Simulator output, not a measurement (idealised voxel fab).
Process module heading - voxel quadruple lines
cross-section cut | 255 nm wide | cells 5 nm
Each cross-section below is a grid of square cells, stated as bands in top-down order, with one or more rows of cells making up each band.
What a band's entry tells you: where the top is and where the bottom is, as heights in nm, and after that what lies inside, material by material from left to right, each with its width in nm. Empty space is written as the word "empty", and a single material marked with the word "all across" occupies the band from edge to edge.
Ref level 0: as-received wafer is one material below here. Bottom band extends down with no lower bound ("0 nm and below").
Width "30->40": first value at the band's top row of cells, second value at its bottom row, equal change from row to row.
Any step labelled "stayed the same" changed none of the cells in the cross-section.
Look at "Closed-off voids" for the closed voids: empty spaces with no open path to the top, sized 8 cells or up. Each is width x height at distance, distance from the left edge, all nm.
Whatever follows a step's settings on its line is a remark the simulator itself makes about that step.
overlay nm: how far to the right of its planned place the mask lay on this masked step (negative: to the left).
### Steps in the process plan
1. RECEIVE | material Si
2. CONFORMAL_DEP | material Al2O3 | thk nm 5
3. DIRECTIONAL_DEP | material W | thk nm 15
4. DIRECTIONAL_DEP | material polySi | thk nm 20
5. DIRECTIONAL_DEP | material aC | thk nm 20
6. PATTERN | tone cover | mask id MANDREL | material resist | width nm 20 | pitch nm 60 | thk nm 25 | overlay nm 0
7. DIRECTIONAL_ETCH | etch materials aC | depth nm 20
8. STRIP | etch materials resist
9. CONFORMAL_DEP | material SiO2 | thk nm 10
10. DIRECTIONAL_ETCH | etch materials SiO2 | depth nm 10
11. STRIP | etch materials aC
12. DIRECTIONAL_ETCH | etch materials polySi | depth nm 20
13. STRIP | etch materials SiO2
14. CONFORMAL_DEP | material SiN | thk nm 5
15. DIRECTIONAL_ETCH | etch materials SiN | depth nm 5
16. STRIP | etch materials polySi
17. DIRECTIONAL_ETCH | etch materials W | depth nm 15
18. STRIP | etch materials SiN
19. FILL_DEP | material lowk | thk nm 5
20. CMP | height nm 10
Where the wafers of this document differ is in the height nm of step 20; they start out the same, and the plan states the value that applied to the first wafer.
### Cross-section of the first of several received wafers, showing its state after step 1
0 nm and below = Si all across
Closed-off voids: none
### Module finished, last step 20 done: cross-section of the first of several wafers
10 nm to 5 nm = 70 lowk; 5 W; 10 lowk; 5 W; 10 lowk; 5 W; 10 lowk; 5 W; 10 lowk; 5 W; 10 lowk; 5 W; 10 lowk; 5 W; 10 lowk; 5 W; 75 lowk
5 nm to 0 nm = Al2O3 all across
0 nm and below = Si all across
Closed-off voids: none
### Last wafer x-sec, end of module
25 nm to 20 nm = lowk all across
20 nm to 5 nm = 70 lowk; 5 W; 10 lowk; 5 W; 10 lowk; 5 W; 10 lowk; 5 W; 10 lowk; 5 W; 10 lowk; 5 W; 10 lowk; 5 W; 10 lowk; 5 W; 75 lowk
5 nm to 0 nm = Al2O3 all across
0 nm and below = Si all across
Closed-off voids: none
### Here is how to read the rows: every wafer has a row, and it shows the wafer at the end of the module, giving for each material how many cells were gained (+) or lost (-) since the wafer was received, then listing its closed voids
height nm 10, +51 Al2O3, +8 W, +43 lowk, Closed-off voids: none
height nm 15, +51 Al2O3, +16 W, +86 lowk, Closed-off voids: none
height nm 20, +51 Al2O3, +24 W, +129 lowk, Closed-off voids: none
height nm 25, +51 Al2O3, +24 W, +180 lowk, Closed-off voids: none
